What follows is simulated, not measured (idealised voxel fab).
process module | voxel gate over fins
cross-section cut | 170 nm wide | cells 5 nm
A cross-section is a grid of square cells, given in bands from the top down. A band is one or more rows of cells.
Each band's line starts with the height of the band's top and of its bottom, in nm. Then come its materials from left to right, each with its width in nm. One material with "throughout" fills the band from edge to edge. "air" is empty space.
Height 0 is the level under which the wafer as received is all one material. The lowest band goes on downwards, as in "0 down".
A width such as "30 to 40" changes by the same amount from each row of cells to the next, from the band's top row to its bottom row.
"no change" after a step means that no cell of the cross-section changed.
closed voids: empty space of 8 cells or more with no open way to the top, each as width x height at its distance from the left edge, in nm
after a step's settings: what the simulator itself notes on the step
overlay nm, on a step with a mask: how far to the right of its planned place the mask lay; to the left if negative
plan
1 op RECEIVE | material Si
2 op CONFORMAL_DEP | material SiN | thk nm 5
3 op DIRECTIONAL_DEP | material aC | thk nm 10
4 op PATTERN | tone cover | mask id FINS | material resist | width nm 15 | pitch nm 55 | thk nm 30 | overlay nm -5
5 op DIRECTIONAL_ETCH | etch materials aC | depth nm 10
6 op STRIP | etch materials resist
7 op DIRECTIONAL_ETCH | etch materials SiN | depth nm 5
8 op DIRECTIONAL_ETCH | etch materials Si | depth nm 30
9 op STRIP | etch materials aC
10 op OXIDIZE | depth nm 5
11 op FILL_DEP | material SiO2 | thk nm 5
12 op CMP | height nm 5
13 op MASKED_ETCH | tone open | mask id RAIL | width nm 15 | etch materials SiO2 | depth nm 30 | overlay nm 0
14 op CONFORMAL_DEP | material TiN | thk nm 5
15 op FILL_DEP | material W | thk nm 5
16 op CMP | height nm 5
17 op SELECTIVE_ETCH | etch materials W Ru TiN | depth nm 25
18 op FILL_DEP | material SiO2 | thk nm 5
19 op CMP | height nm 5
20 op SELECTIVE_ETCH | etch materials SiO2 | depth nm 20
21 op STRIP | etch materials SiN
22 op CONFORMAL_DEP | material HfO2 | thk nm 5
23 op CONFORMAL_DEP | material TiN | thk nm 5
24 op FILL_DEP | material W | thk nm 15
25 op CMP | height nm 20
26 op CONFORMAL_DEP | material SiN | thk nm 10
varied across the wafers: overlay nm of step 4. The plan shows the first wafer's value. All wafers start alike
first wafer as received, after step 1
  0 down: Si throughout
  closed voids: none
first wafer at the end, after step 26
  30 to 20: SiN throughout
  20 to 10: W throughout
  10 to 5: W 10 | TiN 25 | W 30 | TiN 25 | W 30 | TiN 25 | W 25
  5 to 0: W 10 | TiN 5 | HfO2 15 | TiN 5 | W 30 | TiN 5 | HfO2 15 | TiN 5 | W 30 | TiN 5 | HfO2 15 | TiN 5 | W 25
  0 to -5: W 10 | TiN 5 | HfO2 5 | Si 5 | HfO2 5 | TiN 5 | W 30 | TiN 5 | HfO2 5 | Si 5 | HfO2 5 | TiN 5 | W 30 | TiN 5 | HfO2 5 | Si 5 | HfO2 5 | TiN 5 | W 25
  -5 to -10: TiN 15 | HfO2 5 | Si 5 | HfO2 5 | TiN 40 | HfO2 5 | Si 5 | HfO2 5 | TiN 40 | HfO2 5 | Si 5 | HfO2 5 | TiN 30
  -10 to -15: HfO2 20 | Si 5 | HfO2 50 | Si 5 | HfO2 50 | Si 5 | HfO2 35
  -15 to -20: SiO2 20 | Si 5 | SiO2 50 | Si 5 | SiO2 50 | Si 5 | SiO2 35
  -20 to -25: SiO2 20 | Si 5 | SiO2 20 | TiN 15 | SiO2 15 | Si 5 | SiO2 50 | Si 5 | SiO2 35
  -25 to -35: SiO2 20 | Si 5 | SiO2 50 | Si 5 | SiO2 50 | Si 5 | SiO2 35
  -35 down: Si throughout
  closed voids: none
last wafer at the end
  30 to 20: SiN throughout
  20 to 10: W throughout
  10 to 5: W 25 | TiN 25 | W 30 | TiN 25 | W 30 | TiN 25 | W 10
  5 to 0: W 25 | TiN 5 | HfO2 15 | TiN 5 | W 30 | TiN 5 | HfO2 15 | TiN 5 | W 30 | TiN 5 | HfO2 15 | TiN 5 | W 10
  0 to -5: W 25 | TiN 5 | HfO2 5 | Si 5 | HfO2 5 | TiN 5 | W 30 | TiN 5 | HfO2 5 | Si 5 | HfO2 5 | TiN 5 | W 30 | TiN 5 | HfO2 5 | Si 5 | HfO2 5 | TiN 5 | W 10
  -5 to -10: TiN 30 | HfO2 5 | Si 5 | HfO2 5 | TiN 40 | HfO2 5 | Si 5 | HfO2 5 | TiN 40 | HfO2 5 | Si 5 | HfO2 5 | TiN 15
  -10 to -15: HfO2 35 | Si 5 | HfO2 50 | Si 5 | HfO2 50 | Si 5 | HfO2 20
  -15 to -20: SiO2 35 | Si 5 | SiO2 50 | Si 5 | SiO2 50 | Si 5 | SiO2 20
  -20 to -25: SiO2 35 | Si 5 | SiO2 5 | TiN 15 | SiO2 30 | Si 5 | SiO2 50 | Si 5 | SiO2 20
  -25 to -35: SiO2 35 | Si 5 | SiO2 50 | Si 5 | SiO2 50 | Si 5 | SiO2 20
  -35 down: Si throughout
  closed voids: none
each wafer at the end: cells of each material gained (+) or lost (-) since it was received, then its closed voids
overlay nm -5 | +52 HfO2 | -217 Si | +68 SiN | +121 SiO2 | +55 TiN | +125 W | closed voids: none
overlay nm 0 | +52 HfO2 | -217 Si | +68 SiN | +121 SiO2 | +55 TiN | +125 W | closed voids: none
overlay nm 5 | +52 HfO2 | -217 Si | +68 SiN | +121 SiO2 | +55 TiN | +125 W | closed voids: none
overlay nm 10 | +52 HfO2 | -217 Si | +68 SiN | +121 SiO2 | +55 TiN | +125 W | closed voids: none
